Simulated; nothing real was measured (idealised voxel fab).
The document below concerns the process module designated voxel spacer lines.
The figure presents cross-section cut, which has a width of 225 nm and is divided into square cells with an edge length of 5 nm.
We lay out every cross-section as a grid of square cells and spell it out in bands from the top down, where one band means one or more rows of cells.
For a band, the entry starts with two heights in nm, that of the top and then that of the bottom, and carries on with the band's materials in order from left to right, each alongside its width in nm; the word "throughout" beside a single material means it fills the band edge to edge, and "blank" means empty space.
Heights are reckoned from 0. Under this level, the received wafer is all of one material. The bottommost band is open-ended downward, for example "top 0, no bottom".
Top row gets the first number, bottom row gets the second, and each row in between changes by the same step: that is how a band width like "30->40" works.
"left unchanged" (step): cross-section cells unchanged, all of them.
The entry titled "Unvented internal voids" provides the empty spaces that have no open way to the top, restricted to those of 8 cells or more. Each is presented as width x height at distance, the distance being measured from the left edge, with all three in nm.
The remark found on a step's line after its settings is issued by the simulator itself and pertains to that step.
The "overlay nm" setting may appear on a step's line; for a step that uses a mask, it gives how far to the right of its planned position the mask lay, and a negative value indicates the left.
In what follows, pairs of cross-sections are presented, each taken before and after one process step, with the after cross-section shown only down to the lowest band that was altered; the step, together with its settings, is stated below the pair. The pairs may stem from different runs of this module on the same starting wafer; accordingly, a pair should be taken as continuing from the one above it solely where its entry headed "Snapshot before" indicates as much.

[Snapshot before]
  top 60, bottom 50  40 nm SiO2; 5 nm blank; 65 nm SiO2; 5 nm blank; 65 nm SiO2; 5 nm blank; 40 nm SiO2
  top 50, bottom 30  30 nm polySi; 10 nm SiO2; 5 nm blank; 10 nm SiO2; 45 nm polySi; 10 nm SiO2; 5 nm blank; 10 nm SiO2; 45 nm polySi; 10 nm SiO2; 5 nm blank; 10 nm SiO2; 30 nm polySi
  top 30, bottom 20  30 nm polySi; 25 nm SiO2; 45 nm polySi; 25 nm SiO2; 45 nm polySi; 25 nm SiO2; 30 nm polySi
  top 20, bottom 10  TiN throughout
  top 10, bottom 0  Al2O3 throughout
  top 0, no bottom  Si throughout
  Unvented internal voids: none

[Resulting Structure]
  top 50, bottom 20  30 nm polySi; 10 nm SiO2; 5 nm blank; 10 nm SiO2; 45 nm polySi; 10 nm SiO2; 5 nm blank; 10 nm SiO2; 45 nm polySi; 10 nm SiO2; 5 nm blank; 10 nm SiO2; 30 nm polySi
  Nothing below the height 20 has changed.
  Unvented internal voids: none
Intermediate step for the cross-sections above: DIRECTIONAL_ETCH,etch materials SiO2,depth nm 10

Snapshot before: cross-section not repeated; it is the one shown after the step in the pair just above.

[Resulting Structure]
  top 50, bottom 20  30 nm blank; 10 nm SiO2; 5 nm blank; 10 nm SiO2; 45 nm blank; 10 nm SiO2; 5 nm blank; 10 nm SiO2; 45 nm blank; 10 nm SiO2; 5 nm blank; 10 nm SiO2; 30 nm blank
  Nothing below the height 20 has changed.
  Unvented internal voids: none
Intermediate step for the cross-sections above: STRIP,etch materials polySi

Snapshot before: cross-section not repeated; it is the one shown after the step in the pair just above.

[Resulting Structure]
  top 50, bottom 20  30 nm blank; 10 nm SiO2; 5 nm blank; 10 nm SiO2; 45 nm blank; 10 nm SiO2; 5 nm blank; 10 nm SiO2; 45 nm blank; 10 nm SiO2; 5 nm blank; 10 nm SiO2; 30 nm blank
  top 20, bottom 10  30 nm blank; 10 nm TiN; 5 nm blank; 10 nm TiN; 45 nm blank; 10 nm TiN; 5 nm blank; 10 nm TiN; 45 nm blank; 10 nm TiN; 5 nm blank; 10 nm TiN; 30 nm blank
  Nothing below the height 10 has changed.
  Unvented internal voids: none
Intermediate step for the cross-sections above: DIRECTIONAL_ETCH,etch materials TiN,depth nm 10

Snapshot before: cross-section not repeated; it is the one shown after the step in the pair just above.

[Resulting Structure]
  top 20, bottom 10  30 nm blank; 10 nm TiN; 5 nm blank; 10 nm TiN; 45 nm blank; 10 nm TiN; 5 nm blank; 10 nm TiN; 45 nm blank; 10 nm TiN; 5 nm blank; 10 nm TiN; 30 nm blank
  Nothing below the height 10 has changed.
  Unvented internal voids: none
Intermediate step for the cross-sections above: STRIP,etch materials SiO2
